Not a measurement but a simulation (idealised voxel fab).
Herein follows the process module entitled voxel double patterning.
Square cell edge 5 nm, section width 200 nm, ID cut.
The cross-sections in this document take the form of a grid made of square cells. They are written out as bands, in order from top to bottom. Each band consists of one or more rows of cells. Quick guide to a band line: top height, bottom height (nm) up front; then every material left to right with its width in nm. Only one material and it's marked "edge to edge"? Then it fills the band edge to edge. And "blank" just means empty space. It should be noted that heights are counted from 0, beneath which the wafer as supplied is of one material throughout, and that the lowest band possesses no lower boundary but continues downward, as written in "top 0, no bottom". The expression "30 to 40" gives the width at the extremes of the band, the first number at its top row of cells and the second at its bottom row, with the width changing by equal amounts from each row to the next in between. "nothing different" -> step changed no cross-section cell. Empty spaces counting at least 8 cells and having no open way to the top are listed in "Sealed-off cavities". The notation width x height at distance is used for each, the distance being from the left edge and all three values in nm. Text after the settings on a step's line: the simulator's own remark on that step. Each step line may optionally specify "overlay nm", which for a step with a mask gives the rightward distance between the mask's planned place and where it lay, a negative value indicating the leftward direction.

Listed below are the process steps as planned:
- 1: RECEIVE with material Si
- 2: CONFORMAL_DEP with material SiN, thk nm 5
- 3: DIRECTIONAL_DEP with material SiO2, thk nm 20
- 4: DIRECTIONAL_DEP with material SiCN, thk nm 10
- 5: DIRECTIONAL_DEP with material aC, thk nm 10
- 6: PATTERN with tone open, mask id FIRST, material resist, width nm 15, pitch nm 50, thk nm 30, overlay nm 0
- 7: DIRECTIONAL_ETCH with etch materials aC, depth nm 10
- 8: STRIP with etch materials resist
- 9: DIRECTIONAL_ETCH with etch materials SiCN, depth nm 10
- 10: STRIP with etch materials aC
- 11: MASKED_ETCH with tone open, mask id SECOND, width nm 15, etch materials SiCN, depth nm 10, overlay nm 0
- 12: DIRECTIONAL_ETCH with etch materials SiO2, depth nm 20
- 13: STRIP with etch materials SiCN
The value of width nm given for step 11 in the plan refers to the first wafer; the wafers vary in this setting and are alike at the start.

As received, i.e. after step 1: cross-section through the first of several wafers:
	top 0, no bottom: Si edge to edge
	Sealed-off cavities: none

For your reference, the table is organized with a row per wafer; each row reflects the wafer at the end of the module, indicating for each material the cells gained (+) or lost (-) since receipt, and thereafter its closed voids:
width nm 15 | +40 SiN | +124 SiO2 | Sealed-off cavities: none
width nm 20 | +40 SiN | +120 SiO2 | Sealed-off cavities: none
width nm 25 | +40 SiN | +116 SiO2 | Sealed-off cavities: none
width nm 30 | +40 SiN | +112 SiO2 | Sealed-off cavities: none
